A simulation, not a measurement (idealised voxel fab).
The name of this process module is voxel self aligned contacts.
Cross-section cut: width 225 nm, square cells of 5 nm.
Cross-section = grid of square cells, listed top down in bands; band = one or more rows. Basically the band line says how high the top is and how high the bottom is, in nm, and then what's in it from left to right, every material with its width in nm. Empty space shows up as "empty", and if a single material carries "everywhere" it runs the full band edge to edge. Heights are reckoned from 0. Under this level, the received wafer is all of one material. The bottommost band is open-ended downward, for example "0 -> down". You'd read "30->40" like this: the band's top row of cells is as wide as the first number, its bottom row is as wide as the second, and going down, every row changes width by the same amount as the row before did. Take "nothing different" at face value: in the step it is given for, the cross-section changed in none of its cells. If an empty space has no open way to the top and is at least 8 cells in size, "Closed voids list" lists it, written width x height at distance, where distance is measured from the left edge and every value is in nm. It should be noted that, on the line of a given step, the content following the step's settings is a remark produced by the simulator itself with respect to that step. overlay nm: mask offset rightward from planned place, masked step; negative means leftward offset.

**Process steps foreseen in the plan**
1: RECEIVE: material Si
2: CONFORMAL_DEP: material SiO2, thk nm 5
3: DIRECTIONAL_DEP: material polySi, thk nm 30
4: DIRECTIONAL_DEP: material SiN, thk nm 15
5: DIRECTIONAL_DEP: material aC, thk nm 15
6: PATTERN: tone cover, mask id GATE, material resist, width nm 30, pitch nm 65, thk nm 35, overlay nm 0
7: DIRECTIONAL_ETCH: etch materials aC, depth nm 15
8: STRIP: etch materials resist
9: DIRECTIONAL_ETCH: etch materials SiN, depth nm 15
10: DIRECTIONAL_ETCH: etch materials polySi, depth nm 30
11: STRIP: etch materials aC
12: CONFORMAL_DEP: material SiN, thk nm 5
13: DIRECTIONAL_ETCH: etch materials SiN, depth nm 5
14: FILL_DEP: material SiO2, thk nm 15
15: CMP: height nm 55
16: MASKED_ETCH: tone open, mask id CONTACT, width nm 45, etch materials SiO2, depth nm 55, overlay nm 0
17: CONFORMAL_DEP: material TiN, thk nm 5
18: FILL_DEP: material W, thk nm 5
19: CMP: height nm 55
20: CONFORMAL_DEP: material SiN, thk nm 5

**Received-state cross-section, reflecting completion of step 1**
    0 -> down: Si everywhere
    Closed voids list: none

**Cross-section: first of two wafers, module finished, run according to plan**
    60 -> 55: SiN everywhere
    55 -> 50: SiO2 (90), TiN (15), W (15), TiN (15), SiO2 (90)
    50 -> 35: SiO2 (60), SiN (40), TiN (5), W (15), TiN (5), SiN (40), SiO2 (60)
    35 -> 5: SiO2 (60), SiN (5), polySi (30), SiN (5), TiN (5), W (15), TiN (5), SiN (5), polySi (30), SiN (5), SiO2 (60)
    5 -> 0: SiO2 (100), TiN (25), SiO2 (100)
    0 -> down: Si everywhere
    Closed voids list: none

**Wafer two, sectioned after the module: the first wafer's start, the first wafer's plan, and one mistake in how it was run**
    60 -> 55: SiN everywhere
    55 -> 50: SiO2 (95), TiN (10), W (15), TiN (20), SiO2 (85)
    50 -> 35: SiO2 (60), SiN (40), TiN (5), W (15), TiN (5), SiN (40), SiO2 (60)
    35 -> 5: SiO2 (60), SiN (5), polySi (30), SiN (5), TiN (5), W (15), TiN (5), SiN (5), polySi (30), SiN (5), SiO2 (60)
    5 -> 0: SiO2 (100), TiN (25), SiO2 (100)
    0 -> down: Si everywhere
    Closed voids list: none
What was the processing mistake? step 16 was processed under conditions differing from the plan, specifically as MASKED_ETCH: tone open, mask id CONTACT, width nm 45, etch materials SiO2, depth nm 55, overlay nm 5
Same inventory, different map: at the end, the second wafer holds as many cells of each material as the first, placed elsewhere.
